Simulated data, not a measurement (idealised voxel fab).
Proc. module: voxel released beams
We display cut, a cross-section 265 nm in width whose square cells are each 5 nm.
Cross-section format: a grid of square cells, given as bands from top to bottom; each band is one or more rows of cells.
Top, bottom (nm), then materials left to right with widths (nm); lone material tagged "edge to edge" fills the whole band edge to edge; "air" = empty space.
Beneath 0, the wafer as received is one material, and that level is where height counting begins. The lowest band goes on downward without a bottom; it is written like "top 0, no bottom".
You'd read "30..40" like this: the band's top row of cells is as wide as the first number, its bottom row is as wide as the second, and going down, every row changes width by the same amount as the row before did.
You'll sometimes find "no change occurred" written for a step, and that's the way of saying that nowhere in the cross-section did a cell change during that step.
Empty spaces counting at least 8 cells and having no open way to the top are listed in "Cavities, sealed". The notation width x height at distance is used for each, the distance being from the left edge and all three values in nm.
Whatever follows a step's settings on its line is a remark the simulator itself makes about that step.
A step line may carry the setting "overlay nm", which, for steps involving a mask, states the distance by which the mask lay to the right of its intended position; negative values denote displacement to the left.
From here on the document is pairs. In a pair, the cross-section before one process step comes with the cross-section after it, and the latter goes no deeper than the lowest band that changed. What lies in between, the step and its settings, is written under the pair. A pair may be from a different run of this module on the same starting wafer than the pair above it, so it continues from that pair only where its entry headed "Before the step" says so.
Before the step
  top 0, no bottom: Si edge to edge
  Cavities, sealed: none
Sectional View, Post-Process
  top 10, bottom 0: SiN edge to edge
  Under 0: no change, same as before.
  Cavities, sealed: none
What is the step between the two cross-sections above? CONFORMAL_DEP | material SiN | thk nm 10
Before the step: = after-state of the pair above.
Sectional View, Post-Process
  top 25, bottom 10: SiO2 edge to edge
  Under 10: no change, same as before.
  Cavities, sealed: none
What is the step between the two cross-sections above? DIRECTIONAL_DEP | material SiO2 | thk nm 15
Before the step: = after-state of the pair above.
Sectional View, Post-Process
  top 40, bottom 25: resist 90  air 40  resist 135
  Under 25: no change, same as before.
  Cavities, sealed: none
What is the step between the two cross-sections above? PATTERN | tone open | mask id ANCHOR | material resist | width nm 40 | thk nm 15 | overlay nm 0
Before the step: = after-state of the pair above.
Sectional View, Post-Process
  top 40, bottom 25: resist 90  air 40  resist 135
  top 25, bottom 10: SiO2 90  air 40  SiO2 135
  Under 10: no change, same as before.
  Cavities, sealed: none
What is the step between the two cross-sections above? DIRECTIONAL_ETCH | etch materials SiO2 | depth nm 15
Before the step: = after-state of the pair above.
Sectional View, Post-Process
  top 25, bottom 10: SiO2 90  air 40  SiO2 135
  Under 10: no change, same as before.
  Cavities, sealed: none
What is the step between the two cross-sections above? STRIP | etch materials resist
Before the step: = after-state of the pair above.
Sectional View, Post-Process
  top 40, bottom 25: W 105  air 10  W 150
  top 25, bottom 10: SiO2 90  W 40  SiO2 135
  Under 10: no change, same as before.
  Cavities, sealed: none
What is the step between the two cross-sections above? CONFORMAL_DEP | material W | thk nm 15
Before the step: = after-state of the pair above.
Sectional View, Post-Process
  top 50, bottom 40: aC 105  air 10  aC 150
  top 40, bottom 35: W 105  air 10  W 150
  top 35, bottom 25: W 105  aC 10  W 150
  Under 25: no change, same as before.
  Cavities, sealed: none
What is the step between the two cross-sections above? DIRECTIONAL_DEP | material aC | thk nm 10
Before the step: = after-state of the pair above.
Sectional View, Post-Process
  top 80, bottom 50: air 85  resist 90  air 90
  top 50, bottom 40: aC 105  resist 10  aC 150
  top 40, bottom 35: W 105  resist 10  W 150
  Under 35: no change, same as before.
  Cavities, sealed: none
What is the step between the two cross-sections above? PATTERN | tone cover | mask id BEAM | material resist | width nm 90 | thk nm 30 | overlay nm 0
Before the step: = after-state of the pair above.
Sectional View, Post-Process
  top 70, bottom 50: air 85  resist 90  air 90
  top 50, bottom 40: air 85  aC 20  resist 10  aC 60  air 90
  Under 40: no change, same as before.
  Cavities, sealed: none
What is the step between the two cross-sections above? DIRECTIONAL_ETCH | etch materials aC | depth nm 10
Before the step: = after-state of the pair above.
Sectional View, Post-Process
  top 50, bottom 40: air 85  aC 20  air 10  aC 60  air 90
  top 40, bottom 35: W 105  air 10  W 150
  Under 35: no change, same as before.
  Cavities, sealed: none
What is the step between the two cross-sections above? STRIP | etch materials resist
Before the step: = after-state of the pair above.
Sectional View, Post-Process
  top 50, bottom 40: air 85  aC 20  air 10  aC 60  air 90
  top 40, bottom 35: air 85  W 20  air 10  W 60  air 90
  top 35, bottom 25: air 85  W 20  aC 10  W 60  air 90
  Under 25: no change, same as before.
  Cavities, sealed: none
What is the step between the two cross-sections above? DIRECTIONAL_ETCH | etch materials W | depth nm 15
Before the step: = after-state of the pair above.
Sectional View, Post-Process
  top 40, bottom 25: air 85  W 20  air 10  W 60  air 90
  Under 25: no change, same as before.
  Cavities, sealed: none
What is the step between the two cross-sections above? STRIP | etch materials aC
Before the step: = after-state of the pair above.
Sectional View, Post-Process
  top 40, bottom 25: air 85  W 20  air 10  W 60  air 90
  top 25, bottom 10: air 90  W 40  air 135
  Under 10: no change, same as before.
  Cavities, sealed: none
What is the step between the two cross-sections above? STRIP | etch materials SiO2
Before the step
  top 0, no bottom: Si edge to edge
  Cavities, sealed: none
Sectional View, Post-Process
  top 15, bottom 0: SiO2 edge to edge
  Under 0: no change, same as before.
  Cavities, sealed: none
What is the step between the two cross-sections above? DIRECTIONAL_DEP | material SiO2 | thk nm 15
Before the step: = after-state of the pair above.
Sectional View, Post-Process
  top 30, bottom 15: resist 90  air 40  resist 135
  Under 15: no change, same as before.
  Cavities, sealed: none
What is the step between the two cross-sections above? PATTERN | tone open | mask id ANCHOR | material resist | width nm 40 | thk nm 15 | overlay nm 0
Before the step: = after-state of the pair above.
Sectional View, Post-Process
  top 30, bottom 15: resist 90  air 40  resist 135
  top 15, bottom 0: SiO2 90  air 40  SiO2 135
  Under 0: no change, same as before.
  Cavities, sealed: none
What is the step between the two cross-sections above? DIRECTIONAL_ETCH | etch materials SiO2 | depth nm 15
Before the step: = after-state of the pair above.
Sectional View, Post-Process
  top 15, bottom 0: SiO2 90  air 40  SiO2 135
  Under 0: no change, same as before.
  Cavities, sealed: none
What is the step between the two cross-sections above? STRIP | etch materials resist
Before the step: = after-state of the pair above.
Sectional View, Post-Process
  top 30, bottom 15: W 105  air 10  W 150
  top 15, bottom 0: SiO2 90  W 40  SiO2 135
  Under 0: no change, same as before.
  Cavities, sealed: none
What is the step between the two cross-sections above? CONFORMAL_DEP | material W | thk nm 15
Before the step: = after-state of the pair above.
Sectional View, Post-Process
  top 40, bottom 30: aC 105  air 10  aC 150
  top 30, bottom 25: W 105  air 10  W 150
  top 25, bottom 15: W 105  aC 10  W 150
  Under 15: no change, same as before.
  Cavities, sealed: none
What is the step between the two cross-sections above? DIRECTIONAL_DEP | material aC | thk nm 10
Before the step: = after-state of the pair above.
Sectional View, Post-Process
  top 70, bottom 40: air 85  resist 90  air 90
  top 40, bottom 30: aC 105  resist 10  aC 150
  top 30, bottom 25: W 105  resist 10  W 150
  Under 25: no change, same as before.
  Cavities, sealed: none
What is the step between the two cross-sections above? PATTERN | tone cover | mask id BEAM | material resist | width nm 90 | thk nm 30 | overlay nm 0
Before the step: = after-state of the pair above.
Sectional View, Post-Process
  top 60, bottom 40: air 85  resist 90  air 90
  top 40, bottom 30: air 85  aC 20  resist 10  aC 60  air 90
  Under 30: no change, same as before.
  Cavities, sealed: none
What is the step between the two cross-sections above? DIRECTIONAL_ETCH | etch materials aC | depth nm 10
Before the step: = after-state of the pair above.
Sectional View, Post-Process
  top 40, bottom 30: air 85  aC 20  air 10  aC 60  air 90
  top 30, bottom 25: W 105  air 10  W 150
  Under 25: no change, same as before.
  Cavities, sealed: none
What is the step between the two cross-sections above? STRIP | etch materials resist
Before the step: = after-state of the pair above.
Sectional View, Post-Process
  top 40, bottom 30: air 85  aC 20  air 10  aC 60  air 90
  top 30, bottom 25: air 85  W 20  air 10  W 60  air 90
  top 25, bottom 15: air 85  W 20  aC 10  W 60  air 90
  Under 15: no change, same as before.
  Cavities, sealed: none
What is the step between the two cross-sections above? DIRECTIONAL_ETCH | etch materials W | depth nm 15
Before the step: = after-state of the pair above.
Sectional View, Post-Process
  top 30, bottom 15: air 85  W 20  air 10  W 60  air 90
  Under 15: no change, same as before.
  Cavities, sealed: none
What is the step between the two cross-sections above? STRIP | etch materials aC
Before the step: = after-state of the pair above.
Sectional View, Post-Process
  top 30, bottom 15: air 85  W 20  air 10  W 60  air 90
  top 15, bottom 0: air 90  W 40  air 135
  Under 0: no change, same as before.
  Cavities, sealed: none
What is the step between the two cross-sections above? STRIP | etch materials SiO2
Before the step
  top 40, bottom 25: W 105  air 10  W 150
  top 25, bottom 10: SiO2 90  W 40  SiO2 135
  top 10, bottom 0: SiN edge to edge
  top 0, no bottom: Si edge to edge
  Cavities, sealed: none
Sectional View, Post-Process
  top 55, bottom 25: W edge to edge
  Under 25: no change, same as before.
  Cavities, sealed: none
What is the step between the two cross-sections above? CONFORMAL_DEP | material W | thk nm 15
Before the step: = after-state of the pair above.
Sectional View, Post-Process
  top 65, bottom 55: aC edge to edge
  Under 55: no change, same as before.
  Cavities, sealed: none
What is the step between the two cross-sections above? DIRECTIONAL_DEP | material aC | thk nm 10
Before the step: = after-state of the pair above.
Sectional View, Post-Process
  top 95, bottom 65: air 85  resist 90  air 90
  Under 65: no change, same as before.
  Cavities, sealed: none
What is the step between the two cross-sections above? PATTERN | tone cover | mask id BEAM | material resist | width nm 90 | thk nm 30 | overlay nm 0
Before the step: = after-state of the pair above.
Sectional View, Post-Process
  top 85, bottom 65: air 85  resist 90  air 90
  top 65, bottom 55: air 85  aC 90  air 90
  Under 55: no change, same as before.
  Cavities, sealed: none
What is the step between the two cross-sections above? DIRECTIONAL_ETCH | etch materials aC | depth nm 10
Before the step: = after-state of the pair above.
Sectional View, Post-Process
  top 65, bottom 55: air 85  aC 90  air 90
  Under 55: no change, same as before.
  Cavities, sealed: none
What is the step between the two cross-sections above? STRIP | etch materials resist
Before the step: = after-state of the pair above.
Sectional View, Post-Process
  top 65, bottom 55: air 85  aC 90  air 90
  top 55, bottom 40: air 85  W 90  air 90
  Under 40: no change, same as before.
  Cavities, sealed: none
What is the step between the two cross-sections above? DIRECTIONAL_ETCH | etch materials W | depth nm 15
Before the step: = after-state of the pair above.
Sectional View, Post-Process
  top 55, bottom 40: air 85  W 90  air 90
  Under 40: no change, same as before.
  Cavities, sealed: none
What is the step between the two cross-sections above? STRIP | etch materials aC
Before the step
  top 15, bottom 0: SiO2 edge to edge
  top 0, no bottom: Si edge to edge
  Cavities, sealed: none
Sectional View, Post-Process
  top 25, bottom 15: SiN edge to edge
  Under 15: no change, same as before.
  Cavities, sealed: none
What is the step between the two cross-sections above? CONFORMAL_DEP | material SiN | thk nm 10
Before the step: = after-state of the pair above.
Sectional View, Post-Process
  top 40, bottom 25: resist 90  air 40  resist 135
  Under 25: no change, same as before.
  Cavities, sealed: none
What is the step between the two cross-sections above? PATTERN | tone open | mask id ANCHOR | material resist | width nm 40 | thk nm 15 | overlay nm 0
Before the step: = after-state of the pair above.
Sectional View, Post-Process
  top 25, bottom 15: SiN edge to edge
  Under 15: no change, same as before.
  Cavities, sealed: none
What is the step between the two cross-sections above? STRIP | etch materials resist
Before the step: = after-state of the pair above.
Sectional View, Post-Process
  top 40, bottom 25: W edge to edge
  Under 25: no change, same as before.
  Cavities, sealed: none
What is the step between the two cross-sections above? CONFORMAL_DEP | material W | thk nm 15
Before the step: = after-state of the pair above.
Sectional View, Post-Process
  top 50, bottom 40: aC edge to edge
  Under 40: no change, same as before.
  Cavities, sealed: none
What is the step between the two cross-sections above? DIRECTIONAL_DEP | material aC | thk nm 10
Before the step: = after-state of the pair above.
Sectional View, Post-Process
  top 80, bottom 50: air 85  resist 90  air 90
  Under 50: no change, same as before.
  Cavities, sealed: none
What is the step between the two cross-sections above? PATTERN | tone cover | mask id BEAM | material resist | width nm 90 | thk nm 30 | overlay nm 0
Before the step: = after-state of the pair above.
Sectional View, Post-Process
  top 70, bottom 50: air 85  resist 90  air 90
  top 50, bottom 40: air 85  aC 90  air 90
  Under 40: no change, same as before.
  Cavities, sealed: none
What is the step between the two cross-sections above? DIRECTIONAL_ETCH | etch materials aC | depth nm 10
Before the step: = after-state of the pair above.
Sectional View, Post-Process
  top 50, bottom 40: air 85  aC 90  air 90
  Under 40: no change, same as before.
  Cavities, sealed: none
What is the step between the two cross-sections above? STRIP | etch materials resist
Before the step: = after-state of the pair above.
Sectional View, Post-Process
  top 50, bottom 40: air 85  aC 90  air 90
  top 40, bottom 25: air 85  W 90  air 90
  Under 25: no change, same as before.
  Cavities, sealed: none
What is the step between the two cross-sections above? DIRECTIONAL_ETCH | etch materials W | depth nm 15
Before the step: = after-state of the pair above.
Sectional View, Post-Process
  top 40, bottom 25: air 85  W 90  air 90
  Under 25: no change, same as before.
  Cavities, sealed: none
What is the step between the two cross-sections above? STRIP | etch materials aC
Before the step
  top 0, no bottom: Si edge to edge
  Cavities, sealed: none
Sectional View, Post-Process
  top 5, bottom 0: SiN edge to edge
  Under 0: no change, same as before.
  Cavities, sealed: none
What is the step between the two cross-sections above? CONFORMAL_DEP | material SiN | thk nm 5
Before the step: = after-state of the pair above.
Sectional View, Post-Process
  top 20, bottom 5: SiO2 edge to edge
  Under 5: no change, same as before.
  Cavities, sealed: none
What is the step between the two cross-sections above? DIRECTIONAL_DEP | material SiO2 | thk nm 15
Before the step: = after-state of the pair above.
Sectional View, Post-Process
  top 35, bottom 20: resist 90  air 40  resist 135
  Under 20: no change, same as before.
  Cavities, sealed: none
What is the step between the two cross-sections above? PATTERN | tone open | mask id ANCHOR | material resist | width nm 40 | thk nm 15 | overlay nm 0
Before the step: = after-state of the pair above.
Sectional View, Post-Process
  top 35, bottom 20: resist 90  air 40  resist 135
  top 20, bottom 5: SiO2 90  air 40  SiO2 135
  Under 5: no change, same as before.
  Cavities, sealed: none
What is the step between the two cross-sections above? DIRECTIONAL_ETCH | etch materials SiO2 | depth nm 15
Before the step: = after-state of the pair above.
Sectional View, Post-Process
  top 20, bottom 5: SiO2 90  air 40  SiO2 135
  Under 5: no change, same as before.
  Cavities, sealed: none
What is the step between the two cross-sections above? STRIP | etch materials resist
Before the step: = after-state of the pair above.
Sectional View, Post-Process
  top 35, bottom 20: W 105  air 10  W 150
  top 20, bottom 5: SiO2 90  W 40  SiO2 135
  Under 5: no change, same as before.
  Cavities, sealed: none
What is the step between the two cross-sections above? CONFORMAL_DEP | material W | thk nm 15
Before the step: = after-state of the pair above.
Sectional View, Post-Process
  top 45, bottom 35: aC 105  air 10  aC 150
  top 35, bottom 30: W 105  air 10  W 150
  top 30, bottom 20: W 105  aC 10  W 150
  Under 20: no change, same as before.
  Cavities, sealed: none
What is the step between the two cross-sections above? DIRECTIONAL_DEP | material aC | thk nm 10
Before the step: = after-state of the pair above.
Sectional View, Post-Process
  top 75, bottom 45: air 85  resist 90  air 90
  top 45, bottom 35: aC 105  resist 10  aC 150
  top 35, bottom 30: W 105  resist 10  W 150
  Under 30: no change, same as before.
  Cavities, sealed: none
What is the step between the two cross-sections above? PATTERN | tone cover | mask id BEAM | material resist | width nm 90 | thk nm 30 | overlay nm 0
Before the step: = after-state of the pair above.
Sectional View, Post-Process
  top 65, bottom 45: air 85  resist 90  air 90
  top 45, bottom 35: air 85  aC 20  resist 10  aC 60  air 90
  Under 35: no change, same as before.
  Cavities, sealed: none
What is the step between the two cross-sections above? DIRECTIONAL_ETCH | etch materials aC | depth nm 10
Before the step: = after-state of the pair above.
Sectional View, Post-Process
  top 45, bottom 35: air 85  aC 20  air 10  aC 60  air 90
  top 35, bottom 30: W 105  air 10  W 150
  Under 30: no change, same as before.
  Cavities, sealed: none
What is the step between the two cross-sections above? STRIP | etch materials resist
Before the step: = after-state of the pair above.
Sectional View, Post-Process
  top 45, bottom 35: air 85  aC 20  air 10  aC 60  air 90
  top 35, bottom 30: air 85  W 20  air 10  W 60  air 90
  top 30, bottom 20: air 85  W 20  aC 10  W 60  air 90
  Under 20: no change, same as before.
  Cavities, sealed: none
What is the step between the two cross-sections above? DIRECTIONAL_ETCH | etch materials W | depth nm 15
Before the step: = after-state of the pair above.
Sectional View, Post-Process
  top 35, bottom 20: air 85  W 20  air 10  W 60  air 90
  Under 20: no change, same as before.
  Cavities, sealed: none
What is the step between the two cross-sections above? STRIP | etch materials aC
Before the step: = after-state of the pair above.
Sectional View, Post-Process
  top 35, bottom 20: air 85  W 20  air 10  W 60  air 90
  top 20, bottom 5: air 90  W 40  air 135
  Under 5: no change, same as before.
  Cavities, sealed: none
What is the step between the two cross-sections above? STRIP | etch materials SiO2
Before the step
  top 25, bottom 10: SiO2 edge to edge
  top 10, bottom 0: SiN edge to edge
  top 0, no bottom: Si edge to edge
  Cavities, sealed: none
Sectional View, Post-Process
  top 40, bottom 25: resist 85  air 50  resist 130
  Under 25: no change, same as before.
  Cavities, sealed: none
What is the step between the two cross-sections above? PATTERN | tone open | mask id ANCHOR | material resist | width nm 50 | thk nm 15 | overlay nm 0
Before the step: = after-state of the pair above.
Sectional View, Post-Process
  top 40, bottom 25: resist 85  air 50  resist 130
  top 25, bottom 10: SiO2 85  air 50  SiO2 130
  Under 10: no change, same as before.
  Cavities, sealed: none
What is the step between the two cross-sections above? DIRECTIONAL_ETCH | etch materials SiO2 | depth nm 15
Before the step: = after-state of the pair above.
Sectional View, Post-Process
  top 25, bottom 10: SiO2 85  air 50  SiO2 130
  Under 10: no change, same as before.
  Cavities, sealed: none
What is the step between the two cross-sections above? STRIP | etch materials resist
Before the step: = after-state of the pair above.
Sectional View, Post-Process
  top 40, bottom 25: W 100  air 20  W 145
  top 25, bottom 10: SiO2 85  W 50  SiO2 130
  Under 10: no change, same as before.
  Cavities, sealed: none
What is the step between the two cross-sections above? CONFORMAL_DEP | material W | thk nm 15
Before the step: = after-state of the pair above.
Sectional View, Post-Process
  top 50, bottom 40: aC 100  air 20  aC 145
  top 40, bottom 35: W 100  air 20  W 145
  top 35, bottom 25: W 100  aC 20  W 145
  Under 25: no change, same as before.
  Cavities, sealed: none
What is the step between the two cross-sections above? DIRECTIONAL_DEP | material aC | thk nm 10
Before the step: = after-state of the pair above.
Sectional View, Post-Process
  top 80, bottom 50: air 85  resist 90  air 90
  top 50, bottom 40: aC 100  resist 20  aC 145
  top 40, bottom 35: W 100  resist 20  W 145
  Under 35: no change, same as before.
  Cavities, sealed: none
What is the step between the two cross-sections above? PATTERN | tone cover | mask id BEAM | material resist | width nm 90 | thk nm 30 | overlay nm 0
Before the step: = after-state of the pair above.
Sectional View, Post-Process
  top 70, bottom 50: air 85  resist 90  air 90
  top 50, bottom 40: air 85  aC 15  resist 20  aC 55  air 90
  Under 40: no change, same as before.
  Cavities, sealed: none
What is the step between the two cross-sections above? DIRECTIONAL_ETCH | etch materials aC | depth nm 10
Before the step: = after-state of the pair above.
Sectional View, Post-Process
  top 50, bottom 40: air 85  aC 15  air 20  aC 55  air 90
  top 40, bottom 35: W 100  air 20  W 145
  Under 35: no change, same as before.
  Cavities, sealed: none
What is the step between the two cross-sections above? STRIP | etch materials resist
Before the step: = after-state of the pair above.
Sectional View, Post-Process
  top 50, bottom 40: air 85  aC 15  air 20  aC 55  air 90
  top 40, bottom 35: air 85  W 15  air 20  W 55  air 90
  top 35, bottom 25: air 85  W 15  aC 20  W 55  air 90
  Under 25: no change, same as before.
  Cavities, sealed: none
What is the step between the two cross-sections above? DIRECTIONAL_ETCH | etch materials W | depth nm 15
Before the step: = after-state of the pair above.
Sectional View, Post-Process
  top 40, bottom 25: air 85  W 15  air 20  W 55  air 90
  Under 25: no change, same as before.
  Cavities, sealed: none
What is the step between the two cross-sections above? STRIP | etch materials aC
Before the step: = after-state of the pair above.
Sectional View, Post-Process
  top 40, bottom 25: air 85  W 15  air 20  W 55  air 90
  top 25, bottom 10: air 85  W 50  air 130
  Under 10: no change, same as before.
  Cavities, sealed: none
What is the step between the two cross-sections above? STRIP | etch materials SiO2
Before the step
  top 50, bottom 40: aC 105  air 10  aC 150
  top 40, bottom 35: W 105  air 10  W 150
  top 35, bottom 25: W 105  aC 10  W 150
  top 25, bottom 10: SiO2 90  W 40  SiO2 135
  top 10, bottom 0: SiN edge to edge
  top 0, no bottom: Si edge to edge
  Cavities, sealed: none
Sectional View, Post-Process
  top 80, bottom 50: air 90  resist 90  air 85
  top 50, bottom 40: aC 105  resist 10  aC 150
  top 40, bottom 35: W 105  resist 10  W 150
  Under 35: no change, same as before.
  Cavities, sealed: none
What is the step between the two cross-sections above? PATTERN | tone cover | mask id BEAM | material resist | width nm 90 | thk nm 30 | overlay nm 5
Before the step: = after-state of the pair above.
Sectional View, Post-Process
  top 70, bottom 50: air 90  resist 90  air 85
  top 50, bottom 40: air 90  aC 15  resist 10  aC 65  air 85
  Under 40: no change, same as before.
  Cavities, sealed: none
What is the step between the two cross-sections above? DIRECTIONAL_ETCH | etch materials aC | depth nm 10
Before the step: = after-state of the pair above.
Sectional View, Post-Process
  top 50, bottom 40: air 90  aC 15  air 10  aC 65  air 85
  top 40, bottom 35: W 105  air 10  W 150
  Under 35: no change, same as before.
  Cavities, sealed: none
What is the step between the two cross-sections above? STRIP | etch materials resist
Before the step: = after-state of the pair above.
Sectional View, Post-Process
  top 50, bottom 40: air 90  aC 15  air 10  aC 65  air 85
  top 40, bottom 35: air 90  W 15  air 10  W 65  air 85
  top 35, bottom 25: air 90  W 15  aC 10  W 65  air 85
  Under 25: no change, same as before.
  Cavities, sealed: none
What is the step between the two cross-sections above? DIRECTIONAL_ETCH | etch materials W | depth nm 15
Before the step: = after-state of the pair above.
Sectional View, Post-Process
  top 40, bottom 25: air 90  W 15  air 10  W 65  air 85
  Under 25: no change, same as before.
  Cavities, sealed: none
What is the step between the two cross-sections above? STRIP | etch materials aC
Before the step: = after-state of the pair above.
Sectional View, Post-Process
  top 40, bottom 25: air 90  W 15  air 10  W 65  air 85
  top 25, bottom 10: air 90  W 40  air 135
  Under 10: no change, same as before.
  Cavities, sealed: none
What is the step between the two cross-sections above? STRIP | etch materials SiO2
Before the step
  top 40, bottom 25: resist 90  air 40  resist 135
  top 25, bottom 10: SiO2 90  air 40  SiO2 135
  top 10, bottom 0: SiN edge to edge
  top 0, no bottom: Si edge to edge
  Cavities, sealed: none
Sectional View, Post-Process
  top 0, no bottom: Si edge to edge
  Cavities, sealed: none
What is the step between the two cross-sections above? STRIP | etch materials SiN
Before the step: = after-state of the pair above.
Sectional View, Post-Process
  top 15, bottom 0: W edge to edge
  Under 0: no change, same as before.
  Cavities, sealed: none
What is the step between the two cross-sections above? CONFORMAL_DEP | material W | thk nm 15
Before the step: = after-state of the pair above.
Sectional View, Post-Process
  top 25, bottom 15: aC edge to edge
  Under 15: no change, same as before.
  Cavities, sealed: none
What is the step between the two cross-sections above? DIRECTIONAL_DEP | material aC | thk nm 10
Before the step: = after-state of the pair above.
Sectional View, Post-Process
  top 55, bottom 25: air 85  resist 90  air 90
  Under 25: no change, same as before.
  Cavities, sealed: none
What is the step between the two cross-sections above? PATTERN | tone cover | mask id BEAM | material resist | width nm 90 | thk nm 30 | overlay nm 0
Before the step: = after-state of the pair above.
Sectional View, Post-Process
  top 45, bottom 25: air 85  resist 90  air 90
  top 25, bottom 15: air 85  aC 90  air 90
  Under 15: no change, same as before.
  Cavities, sealed: none
What is the step between the two cross-sections above? DIRECTIONAL_ETCH | etch materials aC | depth nm 10
Before the step: = after-state of the pair above.
Sectional View, Post-Process
  top 25, bottom 15: air 85  aC 90  air 90
  Under 15: no change, same as before.
  Cavities, sealed: none
What is the step between the two cross-sections above? STRIP | etch materials resist
Before the step: = after-state of the pair above.
Sectional View, Post-Process
  top 25, bottom 15: air 85  aC 90  air 90
  top 15, bottom 0: air 85  W 90  air 90
  Under 0: no change, same as before.
  Cavities, sealed: none
What is the step between the two cross-sections above? DIRECTIONAL_ETCH | etch materials W | depth nm 15
Before the step: = after-state of the pair above.
Sectional View, Post-Process
  top 15, bottom 0: air 85  W 90  air 90
  Under 0: no change, same as before.
  Cavities, sealed: none
What is the step between the two cross-sections above? STRIP | etch materials aC
Before the step
  top 25, bottom 10: SiO2 edge to edge
  top 10, bottom 0: SiN edge to edge
  top 0, no bottom: Si edge to edge
  Cavities, sealed: none
Sectional View, Post-Process
  top 40, bottom 25: air 90  resist 40  air 135
  Under 25: no change, same as before.
  Cavities, sealed: none
What is the step between the two cross-sections above? PATTERN | tone cover | mask id ANCHOR | material resist | width nm 40 | thk nm 15 | overlay nm 0
Before the step: = after-state of the pair above.
Sectional View, Post-Process
  top 40, bottom 25: air 90  resist 40  air 135
  top 25, bottom 10: air 90  SiO2 40  air 135
  Under 10: no change, same as before.
  Cavities, sealed: none
What is the step between the two cross-sections above? DIRECTIONAL_ETCH | etch materials SiO2 | depth nm 15
Before the step: = after-state of the pair above.
Sectional View, Post-Process
  top 25, bottom 10: air 90  SiO2 40  air 135
  Under 10: no change, same as before.
  Cavities, sealed: none
What is the step between the two cross-sections above? STRIP | etch materials resist
Before the step: = after-state of the pair above.
Sectional View, Post-Process
  top 40, bottom 25: air 75  W 70  air 120
  top 25, bottom 10: W 90  SiO2 40  W 135
  Under 10: no change, same as before.
  Cavities, sealed: none
What is the step between the two cross-sections above? CONFORMAL_DEP | material W | thk nm 15
Before the step: = after-state of the pair above.
Sectional View, Post-Process
  top 50, bottom 40: air 75  aC 70  air 120
  top 40, bottom 35: air 75  W 70  air 120
  top 35, bottom 25: aC 75  W 70  aC 120
  Under 25: no change, same as before.
  Cavities, sealed: none
What is the step between the two cross-sections above? DIRECTIONAL_DEP | material aC | thk nm 10
Before the step: = after-state of the pair above.
Sectional View, Post-Process
  top 80, bottom 50: air 85  resist 90  air 90
  top 50, bottom 40: air 75  aC 70  resist 30  air 90
  top 40, bottom 35: air 75  W 70  resist 30  air 90
  Under 35: no change, same as before.
  Cavities, sealed: none
What is the step between the two cross-sections above? PATTERN | tone cover | mask id BEAM | material resist | width nm 90 | thk nm 30 | overlay nm 0
Before the step: = after-state of the pair above.
Sectional View, Post-Process
  top 70, bottom 50: air 85  resist 90  air 90
  top 50, bottom 40: air 85  aC 60  resist 30  air 90
  top 40, bottom 35: air 75  W 70  resist 30  air 90
  top 35, bottom 25: air 75  W 70  aC 30  air 90
  Under 25: no change, same as before.
  Cavities, sealed: none
What is the step between the two cross-sections above? DIRECTIONAL_ETCH | etch materials aC | depth nm 10
Before the step: = after-state of the pair above.
Sectional View, Post-Process
  top 50, bottom 40: air 85  aC 60  air 120
  top 40, bottom 35: air 75  W 70  air 120
  Under 35: no change, same as before.
  Cavities, sealed: none
What is the step between the two cross-sections above? STRIP | etch materials resist
Before the step: = after-state of the pair above.
Sectional View, Post-Process
  top 50, bottom 40: air 85  aC 60  air 120
  top 40, bottom 35: air 85  W 60  air 120
  top 35, bottom 25: air 85  W 60  aC 30  air 90
  top 25, bottom 10: air 75  W 15  SiO2 40  W 45  air 90
  Under 10: no change, same as before.
  Cavities, sealed: none
What is the step between the two cross-sections above? DIRECTIONAL_ETCH | etch materials W | depth nm 15
Before the step: = after-state of the pair above.
Sectional View, Post-Process
  top 40, bottom 25: air 85  W 60  air 120
  Under 25: no change, same as before.
  Cavities, sealed: none
What is the step between the two cross-sections above? STRIP | etch materials aC
